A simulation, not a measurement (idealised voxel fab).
This is a process module. Its name is voxel plated lines.
Section cut is 190 nm wide and gridded with 5 nm square cells.
Cross-section = grid of square cells, listed top down in bands; band = one or more rows.
Within each band entry, the heights of the top and of the bottom of the band appear first, in that order and in nm; the materials of the band then follow from left to right, each with its corresponding width in nm. The designation "throughout" on a single material indicates that it fills the band from edge to edge; the designation "blank" indicates empty space.
Heights are expressed relative to 0, this being the level below which the as-received wafer comprises one material exclusively. The lowest band is unbounded in the downward direction and is denoted as in "0 -> down".
So if you see something like "30 to 40" for the width, read it as the top row of the band sitting at the first number and the bottom row at the second, with every row in between moving by the same amount as the last.
"no alterations made" -> step changed no cross-section cell.
Listed in "Closed internal voids": every empty space of 8 or more cells without an open way to the top. Form: width x height at distance, the distance being from the left edge, all in nm.
It should be noted that, on the line of a given step, the content following the step's settings is a remark produced by the simulator itself with respect to that step.
The optional step-line setting "overlay nm" applies to steps with a mask and quantifies how far to the right of its planned location the mask lay, a negative value indicating leftward placement.
### Listed below are the process steps as planned
- 1: RECEIVE (material Si)
- 2: CONFORMAL_DEP (material Al2O3; thk nm 5)
- 3: DIRECTIONAL_DEP (material TiN; thk nm 5)
- 4: PATTERN (tone open; mask id LINES; material resist; width nm 20; pitch nm 35; thk nm 15; overlay nm 0)
- 5: EPI (material Ru; thk nm 5)
- 6: STRIP (etch materials resist)
- 7: DIRECTIONAL_ETCH (etch materials TiN; depth nm 5)
- 8: CONFORMAL_DEP (material SiN; thk nm 10)
### Shown in cross-section is the wafer as received, that is, as it stands after step 1
    0 -> down = Si throughout
    Closed internal voids: none
### Cross-sectional image of the first of two wafers at the end of the module, the run having proceeded as planned
    25 -> 15 = blank (20)  SiN (145)  blank (25)
    15 -> 10 = SiN (30)  Ru (20)  SiN (15)  Ru (20)  SiN (15)  Ru (20)  SiN (15)  Ru (20)  SiN (35)
    10 -> 5 = SiN (30)  TiN (20)  SiN (15)  TiN (20)  SiN (15)  TiN (20)  SiN (15)  TiN (20)  SiN (35)
    5 -> 0 = Al2O3 throughout
    0 -> down = Si throughout
    Closed internal voids: none
### Wafer two, end of module, cross-section. Same start, same plan as wafer one. One mistake in the run
    25 -> 15 = SiN throughout
    15 -> 10 = Ru (30)  SiN (20)  Ru (15)  SiN (20)  Ru (15)  SiN (20)  Ru (15)  SiN (20)  Ru (35)
    10 -> 5 = TiN (30)  SiN (20)  TiN (15)  SiN (20)  TiN (15)  SiN (20)  TiN (15)  SiN (20)  TiN (35)
    5 -> 0 = Al2O3 throughout
    0 -> down = Si throughout
    Closed internal voids: none
Error vs. plan: planned and actual differ for step 4; actual: PATTERN (tone cover; mask id LINES; material resist; width nm 20; pitch nm 35; thk nm 15; overlay nm 0)
At the finish, the second wafer shows more or fewer cells for some materials than the first does: Ru +6 | SiN +6 | TiN +6
